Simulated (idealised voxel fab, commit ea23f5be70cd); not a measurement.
Process module under the name voxel wiring stack
In the cross-section labelled cut, the width is 215 nm and each square cell is 5 nm.
Heads up, the way a cross-section reads in here is a grid of square cells, handed over as bands from the top down, with every band being one or more rows of cells. Quick guide to a band line: top height, bottom height (nm) up front; then every material left to right with its width in nm. Only one material and it's marked "throughout"? Then it fills the band edge to edge. And "empty" just means empty space. Heights from 0 (as-received wafer is one material below). Bottom band endless downward, as "z 0 and below". The two numbers in a width such as "30..40" mark its ends across the band: the first belongs to the top row of cells, the second to the bottom row, and from each row to the next the width moves by the same amount. What does "left unchanged" mean for a step? It means no cell of the cross-section changed in that step. In the "Completely sealed voids" entry, you get each enclosed empty space of 8 cells or more, one with no open way to the top, written width x height at distance, distance from the left edge, in nm. Where a step's line continues beyond its settings, the continuation is a remark by the simulator itself on that step. overlay nm, on a step with a mask: how far to the right of its planned place the mask lay; to the left if negative.

### Steps in the process plan
1. RECEIVE: material Si
2. CONFORMAL_DEP: material SiO2, thk nm 15
3. DIRECTIONAL_DEP: material TiN, thk nm 5
4. DIRECTIONAL_DEP: material W, thk nm 25
5. MASKED_ETCH: tone cover, mask id METAL_1, width nm 25, pitch nm 50, etch materials W, depth nm 25, overlay nm 0
6. MASKED_ETCH: tone cover, mask id METAL_1, width nm 25, pitch nm 50, etch materials TiN, depth nm 5, overlay nm 0
7. CONFORMAL_DEP: material SiCN, thk nm 5
8. FILL_DEP: material lowk, thk nm 10
9. CMP: height nm 45
10. CONFORMAL_DEP: material SiCN, thk nm 5
11. DIRECTIONAL_DEP: material lowk, thk nm 10
12. DIRECTIONAL_DEP: material aC, thk nm 15
13. PATTERN: tone open, mask id PLUG_1, material resist, width nm 15, pitch nm 50, thk nm 35, overlay nm 0
14. DIRECTIONAL_ETCH: etch materials aC, depth nm 15
15. STRIP: etch materials resist
16. DIRECTIONAL_ETCH: etch materials lowk, depth nm 10
17. DIRECTIONAL_ETCH: etch materials SiCN, depth nm 5
18. STRIP: etch materials aC
19. CONFORMAL_DEP: material TiN, thk nm 5
20. FILL_DEP: material W, thk nm 5
21. CMP: height nm 60
22. DIRECTIONAL_DEP: material TiN, thk nm 5
23. DIRECTIONAL_DEP: material W, thk nm 15
24. MASKED_ETCH: tone cover, mask id METAL_2, width nm 25, pitch nm 50, etch materials W, depth nm 15, overlay nm 0
25. MASKED_ETCH: tone cover, mask id METAL_2, width nm 25, pitch nm 50, etch materials TiN, depth nm 5, overlay nm 0
26. CONFORMAL_DEP: material SiN, thk nm 5
27. FILL_DEP: material SiO2, thk nm 5
28. CMP: height nm 80
29. CONFORMAL_DEP: material SiCN, thk nm 5
30. DIRECTIONAL_DEP: material SiO2, thk nm 25
31. DIRECTIONAL_DEP: material aC, thk nm 15
32. PATTERN: tone open, mask id METAL_3, material resist, width nm 25, pitch nm 50, thk nm 30, overlay nm 0
33. DIRECTIONAL_ETCH: etch materials aC, depth nm 15
34. STRIP: etch materials resist
35. DIRECTIONAL_ETCH: etch materials SiO2, depth nm 15
36. STRIP: etch materials aC
37. PATTERN: tone open, mask id METAL_3_HOLES, material resist, width nm 15, thk nm 20, overlay nm 0
38. DIRECTIONAL_ETCH: etch materials SiO2, depth nm 10
39. DIRECTIONAL_ETCH: etch materials SiCN, depth nm 5
40. STRIP: etch materials resist
41. CONFORMAL_DEP: material TiN, thk nm 5
42. FILL_DEP: material Ru, thk nm 10
43. CMP: height nm 110
44. CONFORMAL_DEP: material SiN, thk nm 5

### Cross-section, incoming material, after step 1
> z 0 and below: Si throughout
> Completely sealed voids: none

### Same starting wafer, same plan as above, one mistake in the execution; this is the cross-section at the end of the module
> z 115 to 110: SiN throughout
> z 110 to 100: 70 SiO2 | 5 TiN | 15 Ru | 5 TiN | 25 SiO2 | 5 TiN | 15 Ru | 5 TiN | 70 SiO2
> z 100 to 95: 70 SiO2 | 5 TiN | 5 Ru | 15 TiN | 25 SiO2 | 25 TiN | 70 SiO2
> z 95 to 85: 70 SiO2 | 5 TiN | 5 Ru | 5 TiN | 130 SiO2
> z 85 to 80: 70 SiCN | 15 TiN | 130 SiCN
> z 80 to 65: 65 SiO2 | 5 SiN | 25 W | 5 SiN | 15 SiO2 | 5 SiN | 25 W | 5 SiN | 65 SiO2
> z 65 to 60: 70 SiN | 25 TiN | 25 SiN | 25 TiN | 70 SiN
> z 60 to 50: 70 lowk | 5 TiN | 5 W | 5 TiN | 35 lowk | 5 TiN | 5 W | 5 TiN | 80 lowk
> z 50 to 45: 70 SiCN | 15 TiN | 35 SiCN | 15 TiN | 80 SiCN
> z 45 to 40: lowk throughout
> z 40 to 35: 65 lowk | 35 SiCN | 15 lowk | 35 SiCN | 65 lowk
> z 35 to 10: 65 lowk | 5 SiCN | 25 W | 5 SiCN | 15 lowk | 5 SiCN | 25 W | 5 SiCN | 65 lowk
> z 10 to 5: 70 SiCN | 25 TiN | 25 SiCN | 25 TiN | 70 SiCN
> z 5 to 0: SiO2 throughout
> z 0 and below: Si throughout
> Completely sealed voids: none
So what did we get wrong on this run? contrary to plan, step 2 was performed as CONFORMAL_DEP: material SiO2, thk nm 5
